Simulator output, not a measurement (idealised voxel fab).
This is a process module. Its name is voxel transistor to metal.
It is cross-section cut that appears here, measuring 215 nm in width, its square cells being 5 nm in size.
Cross-sections here: square-cell grids, written as top-down lists of bands, a band being one or more rows of cells. Quick guide to a band line: top height, bottom height (nm) up front; then every material left to right with its width in nm. Only one material and it's marked "full width"? Then it fills the band edge to edge. And "empty" just means empty space. Heights are expressed relative to 0, this being the level below which the as-received wafer comprises one material exclusively. The lowest band is unbounded in the downward direction and is denoted as in "0 and below". The notation "30 to 40" denotes a width that varies across the rows of cells in the band, beginning at the first number in the top row, finishing at the second number in the bottom row, and changing by an identical amount from each row to the next. For the purposes of this document, the phrase "all unchanged" attached to a step denotes that no cell within the cross-section was modified by that step. "Closed cavities": sealed empty spaces, 8 cells or more, no open way to top, listed width x height at distance, with distance from the left edge and width, height and distance in nm. On a step's line, text after the settings is the simulator commenting on that step. overlay nm: on a step with a mask, how far right of its planned place the mask lay; negative means left.
Listed below are the process steps as planned:
1,RECEIVE (material Si)
2,CONFORMAL_DEP (material SiO2; thk nm 5)
3,CONFORMAL_DEP (material SiN; thk nm 10)
4,DIRECTIONAL_DEP (material aC; thk nm 15)
5,PATTERN (tone cover; mask id ACTIVE; material resist; width nm 115; thk nm 30; overlay nm 0)
6,DIRECTIONAL_ETCH (etch materials aC; depth nm 15)
7,STRIP (etch materials resist)
8,DIRECTIONAL_ETCH (etch materials SiN; depth nm 10)
9,DIRECTIONAL_ETCH (etch materials SiO2; depth nm 5)
10,DIRECTIONAL_ETCH (etch materials Si; depth nm 25)
11,STRIP (etch materials aC)
12,OXIDIZE (depth nm 5)
13,FILL_DEP (material SiO2; thk nm 15)
14,CMP (height nm 15)
15,SELECTIVE_ETCH (etch materials SiO2; depth nm 10)
16,STRIP (etch materials SiN)
17,SELECTIVE_ETCH (etch materials SiO2; depth nm 5)
18,OXIDIZE (depth nm 5)
19,DIRECTIONAL_DEP (material polySi; thk nm 25)
20,DIRECTIONAL_DEP (material SiCN; thk nm 15)
21,DIRECTIONAL_DEP (material aC; thk nm 15)
22,PATTERN (tone cover; mask id GATE; material resist; width nm 25; thk nm 35; overlay nm 0)
23,DIRECTIONAL_ETCH (etch materials aC; depth nm 15)
24,STRIP (etch materials resist)
25,DIRECTIONAL_ETCH (etch materials SiCN; depth nm 25)
26,DIRECTIONAL_ETCH (etch materials polySi; depth nm 35)
27,STRIP (etch materials aC)
28,CONFORMAL_DEP (material SiN; thk nm 10)
29,DIRECTIONAL_ETCH (etch materials SiN; depth nm 10)
30,DIRECTIONAL_ETCH (etch materials SiO2; depth nm 5)
31,DIRECTIONAL_ETCH (etch materials Si; depth nm 5)
32,EPI (material pSi; thk nm 5)
33,FILL_DEP (material SiO2; thk nm 10)
34,CMP (height nm 25)
35,STRIP (etch materials polySi)
36,SELECTIVE_ETCH (etch materials SiO2; depth nm 5)
37,CONFORMAL_DEP (material HfO2; thk nm 5)
38,CONFORMAL_DEP (material TiN; thk nm 5)
39,FILL_DEP (material W; thk nm 10)
40,CMP (height nm 20)
41,DIRECTIONAL_DEP (material SiO2; thk nm 15)
42,DIRECTIONAL_DEP (material aC; thk nm 15)
43,PATTERN (tone open; mask id CONTACT; material resist; width nm 20; pitch nm 75; thk nm 35; overlay nm 0)
44,DIRECTIONAL_ETCH (etch materials aC; depth nm 15)
45,STRIP (etch materials resist)
46,DIRECTIONAL_ETCH (etch materials SiO2; depth nm 40)
47,STRIP (etch materials aC)
48,CONFORMAL_DEP (material TiN; thk nm 5)
49,FILL_DEP (material W; thk nm 10)
50,CMP (height nm 35)
51,DIRECTIONAL_DEP (material TiN; thk nm 5)
52,DIRECTIONAL_DEP (material W; thk nm 25)
53,DIRECTIONAL_DEP (material aC; thk nm 10)
54,PATTERN (tone cover; mask id METAL_1; material resist; width nm 20; pitch nm 75; thk nm 25; overlay nm 0)
55,DIRECTIONAL_ETCH (etch materials aC; depth nm 10)
56,STRIP (etch materials resist)
57,DIRECTIONAL_ETCH (etch materials W; depth nm 25)
58,DIRECTIONAL_ETCH (etch materials TiN; depth nm 5)
59,STRIP (etch materials aC)
60,FILL_DEP (material SiO2; thk nm 10)
61,CMP (height nm 65)
62,CONFORMAL_DEP (material SiCN; thk nm 5)
63,DIRECTIONAL_DEP (material SiO2; thk nm 35)
64,MASKED_ETCH (tone open; mask id METAL_2; width nm 20; pitch nm 75; etch materials SiO2; depth nm 20; overlay nm 0)
65,PATTERN (tone open; mask id METAL_2_HOLES; material resist; width nm 15; pitch nm 75; thk nm 20; overlay nm 0)
66,DIRECTIONAL_ETCH (etch materials SiO2; depth nm 15)
67,DIRECTIONAL_ETCH (etch materials SiCN; depth nm 5)
68,STRIP (etch materials resist)
69,CONFORMAL_DEP (material TiN; thk nm 5)
70,FILL_DEP (material Ru; thk nm 5)
71,CMP (height nm 105)
72,CONFORMAL_DEP (material SiN; thk nm 5)
Cross-section of the wafer at receipt, which is the condition after step 1:
	0 and below | Si full width
	Closed cavities: none
Sectioned view, first of two wafers, at the close of the module, processed as intended in the plan:
	110 down to 105 | SiN full width
	105 down to 90 | SiO2: 60  TiN: 5  Ru: 10  TiN: 5  SiO2: 55  TiN: 5  Ru: 10  TiN: 5  SiO2: 60
	90 down to 85 | SiO2: 60  TiN: 5  Ru: 5  TiN: 10  SiO2: 55  TiN: 5  Ru: 5  TiN: 10  SiO2: 60
	85 down to 70 | SiO2: 60  TiN: 5  Ru: 5  TiN: 5  SiO2: 60  TiN: 5  Ru: 5  TiN: 5  SiO2: 65
	70 down to 65 | SiCN: 60  TiN: 15  SiCN: 60  TiN: 15  SiCN: 65
	65 down to 40 | SiO2: 60  W: 20  SiO2: 55  W: 20  SiO2: 60
	40 down to 35 | SiO2: 60  TiN: 20  SiO2: 55  TiN: 20  SiO2: 60
	35 down to 20 | SiO2: 60  TiN: 5  W: 10  TiN: 5  SiO2: 55  TiN: 5  W: 10  TiN: 5  SiO2: 60
	20 down to 5 | SiO2: 60  TiN: 5  W: 10  TiN: 5  SiO2: 5  SiN: 10  HfO2: 5  TiN: 5  W: 5  TiN: 5  HfO2: 5  SiN: 10  SiO2: 5  TiN: 5  W: 10  TiN: 5  SiO2: 60
	5 down to 0 | SiO2: 60  TiN: 5  W: 10  TiN: 5  SiO2: 5  SiN: 10  HfO2: 5  TiN: 15  HfO2: 5  SiN: 10  SiO2: 5  TiN: 5  W: 10  TiN: 5  SiO2: 60
	0 down to -5 | SiO2: 60  TiN: 20  pSi: 5  SiO2: 5  HfO2: 35  SiO2: 5  pSi: 5  TiN: 20  SiO2: 60
	-5 down to -10 | SiO2: 55  pSi: 30  Si: 45  pSi: 30  SiO2: 55
	-10 down to -30 | SiO2: 55  Si: 105  SiO2: 55
	-30 and below | Si full width
	Closed cavities: none
Wafer two, sectioned after the module: the first wafer's start, the first wafer's plan, and one mistake in how it was run:
	110 down to 105 | SiN full width
	105 down to 90 | SiO2: 60  TiN: 5  Ru: 10  TiN: 5  SiO2: 55  TiN: 5  Ru: 10  TiN: 5  SiO2: 60
	90 down to 85 | SiO2: 60  TiN: 5  Ru: 5  TiN: 10  SiO2: 55  TiN: 5  Ru: 5  TiN: 10  SiO2: 60
	85 down to 70 | SiO2: 60  TiN: 5  Ru: 5  TiN: 5  SiO2: 60  TiN: 5  Ru: 5  TiN: 5  SiO2: 65
	70 down to 65 | SiCN: 60  TiN: 15  SiCN: 60  TiN: 15  SiCN: 65
	65 down to 40 | SiO2: 60  W: 20  SiO2: 55  W: 20  SiO2: 60
	40 down to 35 | SiO2: 60  TiN: 20  SiO2: 55  TiN: 20  SiO2: 60
	35 down to 20 | SiO2: 60  TiN: 5  W: 10  TiN: 5  SiO2: 55  TiN: 5  W: 10  TiN: 5  SiO2: 60
	20 down to 10 | SiO2: 60  TiN: 5  W: 10  TiN: 5  SiO2: 5  SiN: 10  HfO2: 5  TiN: 5  W: 5  TiN: 5  HfO2: 5  SiN: 10  SiO2: 5  TiN: 5  W: 10  TiN: 5  SiO2: 60
	10 down to 5 | SiO2: 60  TiN: 20  SiO2: 5  SiN: 10  HfO2: 5  TiN: 5  W: 5  TiN: 5  HfO2: 5  SiN: 10  SiO2: 5  TiN: 20  SiO2: 60
	5 down to 0 | SiN: 95  HfO2: 5  TiN: 15  HfO2: 5  SiN: 95
	0 down to -5 | SiO2: 90  HfO2: 35  SiO2: 90
	-5 down to -30 | SiO2: 55  Si: 105  SiO2: 55
	-30 and below | Si full width
	Closed cavities: none
The plan and the run diverged here: note that step 29 departed from the planned setting and was carried out as DIRECTIONAL_ETCH (etch materials SiN; depth nm 5)
The final cell counts differ between the wafers, with the second having more or fewer of some materials than the first: Si: 12 more, SiN: 34 more, SiO2: 16 fewer, TiN: 8 fewer, W: 8 fewer, pSi: 14 fewer
